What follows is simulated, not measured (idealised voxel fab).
process module | voxel spacer lines
cross-section cut | 270 nm wide | cells 5 nm
A cross-section is a grid of square cells, given in bands from the top down. A band is one or more rows of cells.
Each band's line starts with the height of the band's top and of its bottom, in nm. Then come its materials from left to right, each with its width in nm. One material with "throughout" fills the band from edge to edge. "air" is empty space.
Height 0 is the level under which the wafer as received is all one material. The lowest band goes on downwards, as in "0 down".
A width such as "30 to 40" changes by the same amount from each row of cells to the next, from the band's top row to its bottom row.
"no change" after a step means that no cell of the cross-section changed.
closed voids: empty space of 8 cells or more with no open way to the top, each as width x height at its distance from the left edge, in nm
after a step's settings: what the simulator itself notes on the step
overlay nm, on a step with a mask: how far to the right of its planned place the mask lay; to the left if negative
plan
1 op RECEIVE | material Si
2 op CONFORMAL_DEP | material Al2O3 | thk nm 10
3 op DIRECTIONAL_DEP | material polySi | thk nm 20
4 op DIRECTIONAL_DEP | material aC | thk nm 25
5 op PATTERN | tone cover | mask id MANDREL | material resist | width nm 25 | pitch nm 80 | thk nm 35 | overlay nm 0
6 op DIRECTIONAL_ETCH | etch materials aC | depth nm 25
7 op STRIP | etch materials resist
8 op CONFORMAL_DEP | material SiN | thk nm 15
9 op DIRECTIONAL_ETCH | etch materials SiN | depth nm 15
10 op STRIP | etch materials aC
11 op DIRECTIONAL_ETCH | etch materials polySi | depth nm 20
12 op STRIP | etch materials SiN
first wafer, as planned
as received, after step 1
  0 down: Si throughout
  closed voids: none
after step 2
  10 to 0: Al2O3 throughout
  below 0: unchanged
after step 3
  30 to 10: polySi throughout
  below 10: unchanged
after step 4
  55 to 30: aC throughout
  below 30: unchanged
after step 5
  90 to 55: air 80 | resist 25 | air 55 | resist 25 | air 85
  below 55: unchanged
after step 6
  65 to 55: air 80 | resist 25 | air 55 | resist 25 | air 85
  55 to 30: air 80 | aC 25 | air 55 | aC 25 | air 85
  below 30: unchanged
after step 7
  55 to 30: air 80 | aC 25 | air 55 | aC 25 | air 85
  below 30: unchanged
after step 8
  70 to 55: air 65 | SiN 55 | air 25 | SiN 55 | air 70
  55 to 45: air 65 | SiN 15 | aC 25 | SiN 15 | air 25 | SiN 15 | aC 25 | SiN 15 | air 70
  45 to 30: SiN 80 | aC 25 | SiN 55 | aC 25 | SiN 85
  below 30: unchanged
after step 9
  55 to 30: air 65 | SiN 15 | aC 25 | SiN 15 | air 25 | SiN 15 | aC 25 | SiN 15 | air 70
  below 30: unchanged
after step 10
  55 to 30: air 65 | SiN 15 | air 25 | SiN 15 | air 25 | SiN 15 | air 25 | SiN 15 | air 70
  below 30: unchanged
after step 11
  55 to 30: air 65 | SiN 15 | air 25 | SiN 15 | air 25 | SiN 15 | air 25 | SiN 15 | air 70
  30 to 10: air 65 | polySi 15 | air 25 | polySi 15 | air 25 | polySi 15 | air 25 | polySi 15 | air 70
  below 10: unchanged
after step 12
  30 to 10: air 65 | polySi 15 | air 25 | polySi 15 | air 25 | polySi 15 | air 25 | polySi 15 | air 70
  below 10: unchanged
second wafer: like start, like plan, one mistake. Through step 4 it matches the first wafer
when step 5 should have ended
  90 to 55: air 80 | resist 30 | air 50 | resist 30 | air 80
  below 55: unchanged
when step 6 should have ended
  65 to 55: air 80 | resist 30 | air 50 | resist 30 | air 80
  55 to 30: air 80 | aC 30 | air 50 | aC 30 | air 80
  below 30: unchanged
when step 7 should have ended
  55 to 30: air 80 | aC 30 | air 50 | aC 30 | air 80
  below 30: unchanged
when step 8 should have ended
  70 to 55: air 65 | SiN 60 | air 20 | SiN 60 | air 65
  55 to 45: air 65 | SiN 15 | aC 30 | SiN 15 | air 20 | SiN 15 | aC 30 | SiN 15 | air 65
  45 to 30: SiN 80 | aC 30 | SiN 50 | aC 30 | SiN 80
  below 30: unchanged
when step 9 should have ended
  55 to 30: air 65 | SiN 15 | aC 30 | SiN 15 | air 20 | SiN 15 | aC 30 | SiN 15 | air 65
  below 30: unchanged
when step 10 should have ended
  55 to 30: air 65 | SiN 15 | air 30 | SiN 15 | air 20 | SiN 15 | air 30 | SiN 15 | air 65
  below 30: unchanged
when step 11 should have ended
  55 to 30: air 65 | SiN 15 | air 30 | SiN 15 | air 20 | SiN 15 | air 30 | SiN 15 | air 65
  30 to 10: air 65 | polySi 15 | air 30 | polySi 15 | air 20 | polySi 15 | air 30 | polySi 15 | air 65
  below 10: unchanged
when step 12 should have ended
  30 to 10: air 65 | polySi 15 | air 30 | polySi 15 | air 20 | polySi 15 | air 30 | polySi 15 | air 65
  below 10: unchanged
what went wrong: step 5 ran as: op PATTERN | tone cover | mask id MANDREL | material resist | width nm 30 | pitch nm 80 | thk nm 35 | overlay nm 0
at the end the second wafer has, in cells: as many of each material as the first, in other places
